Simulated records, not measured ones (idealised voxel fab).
You're looking at the process module voxel released beams.
Pictured: cross-section cut, 255 nm wide, on a grid of 5 nm square cells.
Cross-section spec: square-cell grid; bands listed top down; each band is one or more rows. Band: top height; bottom height; in nm. Then, left to right: material with width in nm, for each material. "everywhere": a single material spanning edge to edge. "empty": empty space. Note: height 0 marks the level under which the wafer is uniformly one material as received. Lowest band unbounded below, written "0 and below". Top row gets the first number, bottom row gets the second, and each row in between changes by the same step: that is how a band width like "30..40" works. Where the words "nothing different" appear for a step, the cross-section shows no cell changed by that step; every cell remained as before. If an empty space has no open way to the top and is at least 8 cells in size, "Enclosed cavity list" lists it, written width x height at distance, where distance is measured from the left edge and every value is in nm. Post-settings text on a step line: simulator's own remark regarding the step. The optional step-line setting "overlay nm" applies to steps with a mask and quantifies how far to the right of its planned location the mask lay, a negative value indicating leftward placement.

### Planned process steps
| 1 | RECEIVE (material Si) |
| 2 | CONFORMAL_DEP (material SiN; thk nm 10) |
| 3 | DIRECTIONAL_DEP (material SiO2; thk nm 15) |
| 4 | DIRECTIONAL_DEP (material aC; thk nm 15) |
| 5 | PATTERN (tone open; mask id ANCHOR; material resist; width nm 45; thk nm 30; overlay nm 0) |
| 6 | DIRECTIONAL_ETCH (etch materials aC; depth nm 15) |
| 7 | STRIP (etch materials resist) |
| 8 | DIRECTIONAL_ETCH (etch materials SiO2; depth nm 15) |
| 9 | STRIP (etch materials aC) |
| 10 | CONFORMAL_DEP (material TiN; thk nm 15) |
| 11 | MASKED_ETCH (tone cover; mask id BEAM; width nm 95; etch materials TiN; depth nm 15; overlay nm 0) |
| 12 | STRIP (etch materials SiO2) |

### Incoming wafer, cross-sectional view, post step 1
- 0 and below: Si everywhere
- Enclosed cavity list: none

### Cross-section, end of module. Start: as above. Plan: as above. Execution: one mistake
- 40 down to 25: empty: 75; TiN: 65; empty: 115
- 25 down to 10: empty: 65; TiN: 15; SiO2: 45; TiN: 45; empty: 85
- 10 down to 0: SiN everywhere
- 0 and below: Si everywhere
- Enclosed cavity list: none
What broke from the plan during processing? step 5 did not happen as planned, as run it was PATTERN (tone cover; mask id ANCHOR; material resist; width nm 45; thk nm 30; overlay nm 0)
